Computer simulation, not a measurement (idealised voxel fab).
process module | voxel gate over fins
The figure presents cross-section cut, which has a width of 250 nm and is divided into square cells with an edge length of 5 nm.
Notation: cross-section as square-cell grid; stated in bands, top first, going down; one or more cell rows per band.
Heads up on the band format: heights come first, top then bottom, in nm. After that it's the materials left to right, each with its width in nm. A single material flagged "all across" fills the whole band edge to edge, and "air" means there's empty space there.
Height datum 0, below which the as-received substrate wafer is one material. Lowest band open at the bottom, running downward: "0 and below".
It should be noted that a width expressed as "30..40" varies in equal increments from row to row of cells within the band, taking the value of the first number at the top row and that of the second number at the bottom row.
No cell of the cross-section changed in a step that is given as "remained the same".
Basically, "Internal closed voids" tells you about the enclosed voids: empty spaces with no open way to the top, 8 cells or bigger, each written width x height at distance, where distance is from the left edge, all in nm.
Step line, after settings: the simulator's comment on this step.
A step line may carry the setting "overlay nm", which, for steps involving a mask, states the distance by which the mask lay to the right of its intended position; negative values denote displacement to the left.
Steps planned for the process:
1) RECEIVE with material Si
2) CONFORMAL_DEP with material SiN, thk nm 5
3) MASKED_ETCH with tone cover, mask id FINS, width nm 15, pitch nm 35, etch materials SiN, depth nm 5, overlay nm 0
4) MASKED_ETCH with tone cover, mask id FINS, width nm 15, pitch nm 35, etch materials Si, depth nm 30, overlay nm 0
5) FILL_DEP with material SiO2, thk nm 10
6) CMP with height nm 5
7) SELECTIVE_ETCH with etch materials SiO2, depth nm 15
8) STRIP with etch materials SiN
9) CONFORMAL_DEP with material HfO2, thk nm 5
10) CONFORMAL_DEP with material TiN, thk nm 5
11) FILL_DEP with material W, thk nm 10
12) CMP with height nm 15
13) CONFORMAL_DEP with material SiCN, thk nm 10
All wafers enter the flow in the same state. The depth nm at step 4 differs from wafer to wafer, and the plan gives the value for the first wafer.
Cross-section of the first incoming wafer of several, state after step 1:
  0 and below = Si all across
  Internal closed voids: none
The cross-section of the first of several wafers is given below for the end of the module, after its final step, step 13:
  25 down to 15 = SiCN all across
  15 down to 10 = W all across
  10 down to 5 = W=90 | TiN=70 | W=90
  5 down to 0 = W=90 | TiN=5 | HfO2=25 | TiN=10 | HfO2=25 | TiN=5 | W=90
  0 down to -5 = TiN=95 | HfO2=5 | Si=15 | HfO2=5 | TiN=10 | HfO2=5 | Si=15 | HfO2=5 | TiN=95
  -5 down to -10 = HfO2=100 | Si=15 | HfO2=20 | Si=15 | HfO2=100
  -10 down to -30 = SiO2=100 | Si=15 | SiO2=20 | Si=15 | SiO2=100
  -30 and below = Si all across
  Internal closed voids: none
Cross-sectional view of the final wafer of several at the module's end:
  25 down to 15 = SiCN all across
  15 down to 10 = W all across
  10 down to 5 = W=90 | TiN=70 | W=90
  5 down to 0 = W=90 | TiN=5 | HfO2=25 | TiN=10 | HfO2=25 | TiN=5 | W=90
  0 down to -5 = TiN=95 | HfO2=5 | Si=15 | HfO2=5 | TiN=10 | HfO2=5 | Si=15 | HfO2=5 | TiN=95
  -5 down to -10 = HfO2=100 | Si=15 | HfO2=20 | Si=15 | HfO2=100
  -10 down to -55 = SiO2=100 | Si=15 | SiO2=20 | Si=15 | SiO2=100
  -55 and below = Si all across
  Internal closed voids: none
What follows is a table in which each wafer occupies a row; for the wafer as it stands at the close of the module, the row states, material by material, how many cells have been gained (+) or lost (-) since receipt, and then gives its closed voids:
depth nm 30, +58 HfO2, -264 Si, +100 SiCN, +176 SiO2, +58 TiN, +122 W, Internal closed voids: none
depth nm 35, +58 HfO2, -308 Si, +100 SiCN, +220 SiO2, +58 TiN, +122 W, Internal closed voids: none
depth nm 40, +58 HfO2, -352 Si, +100 SiCN, +264 SiO2, +58 TiN, +122 W, Internal closed voids: none
depth nm 45, +58 HfO2, -396 Si, +100 SiCN, +308 SiO2, +58 TiN, +122 W, Internal closed voids: none
depth nm 50, +58 HfO2, -440 Si, +100 SiCN, +352 SiO2, +58 TiN, +122 W, Internal closed voids: none
depth nm 55, +58 HfO2, -484 Si, +100 SiCN, +396 SiO2, +58 TiN, +122 W, Internal closed voids: none
